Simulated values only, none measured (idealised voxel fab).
You're looking at the process module voxel air gaps.
Pictured: cross-section cut, 220 nm wide, on a grid of 5 nm square cells.
A cross-section in this document is a grid of square cells, and it is written down as bands, the top band listed before the ones below it; a band is made up of one or more rows of cells.
Band: top and bottom heights (nm) first, top before bottom; then materials from left to right, widths in nm. "everywhere" marks a sole material filling the band edge to edge. "empty" denotes empty space.
A quick word on heights: they are counted from 0, and under that level the wafer as it came to us is one material throughout. The lowest band is different from the rest in having no bottom; it simply continues downward, written as in "0 and below".
With a width like "30..40", each row of cells in the band differs from the next by the same amount, the top row carrying the first number and the bottom row the second.
Take "no alterations made" at face value: in the step it is given for, the cross-section changed in none of its cells.
You'll see "Listed closed voids" listing empty spaces that have no way open to the top, as long as they're 8 cells or more; the notation is width x height at distance, where the distance is from the left edge, and all of it is in nm.
Formally, on a step line, whatever follows the settings is a remark that the simulator itself makes on the step.
The "overlay nm" setting may appear on a step's line; for a step that uses a mask, it gives how far to the right of its planned position the mask lay, and a negative value indicates the left.
THESE ARE THE STEPS WE PLANNED FOR THE PROCESS
| 1 | RECEIVE (material Si) |
| 2 | CONFORMAL_DEP (material SiO2; thk nm 15) |
| 3 | CONFORMAL_DEP (material SiCN; thk nm 5) |
| 4 | DIRECTIONAL_DEP (material SiO2; thk nm 30) |
| 5 | DIRECTIONAL_DEP (material aC; thk nm 10) |
| 6 | PATTERN (tone open; mask id LINES; material resist; width nm 20; pitch nm 45; thk nm 30; overlay nm 0) |
| 7 | DIRECTIONAL_ETCH (etch materials aC; depth nm 10) |
| 8 | STRIP (etch materials resist) |
| 9 | DIRECTIONAL_ETCH (etch materials SiO2; depth nm 30) |
| 10 | STRIP (etch materials aC) |
| 11 | CONFORMAL_DEP (material TiN; thk nm 5) |
| 12 | FILL_DEP (material W; thk nm 10) |
| 13 | CMP (height nm 50) |
| 14 | EPI (material Ru; thk nm 10) |
| 15 | SELECTIVE_ETCH (etch materials SiO2; depth nm 40) |
| 16 | CONFORMAL_DEP (material SiCN; thk nm 5) |
THIS IS THE CROSS-SECTION OF THE WAFER AS WE RECEIVED IT, I.E. AFTER STEP 1
    0 and below  Si everywhere
    Listed closed voids: none
LOOK AT THE CROSS-SECTION AFTER THE MODULE: THE WAFER STARTED OUT THE WAY SHOWN ABOVE AND THE PLAN WAS THE ONE SHOWN ABOVE, YET ONE MISTAKE WAS MADE ALONG THE WAY
    65 down to 60  SiCN everywhere
    60 down to 50  Ru everywhere
    50 down to 25  W=25, TiN=5, SiO2=20, TiN=5, W=15, TiN=5, SiO2=20, TiN=5, W=15, TiN=5, SiO2=20, TiN=5, W=15, TiN=5, SiO2=20, TiN=5, W=30
    25 down to 20  TiN=30, SiO2=20, TiN=25, SiO2=20, TiN=25, SiO2=20, TiN=25, SiO2=20, TiN=35
    20 down to 15  SiCN everywhere
    15 down to 0  SiO2 everywhere
    0 and below  Si everywhere
    Listed closed voids: none
So what did we get wrong on this run? step 6 did not happen as planned, as run it was PATTERN (tone cover; mask id LINES; material resist; width nm 20; pitch nm 45; thk nm 30; overlay nm 0)
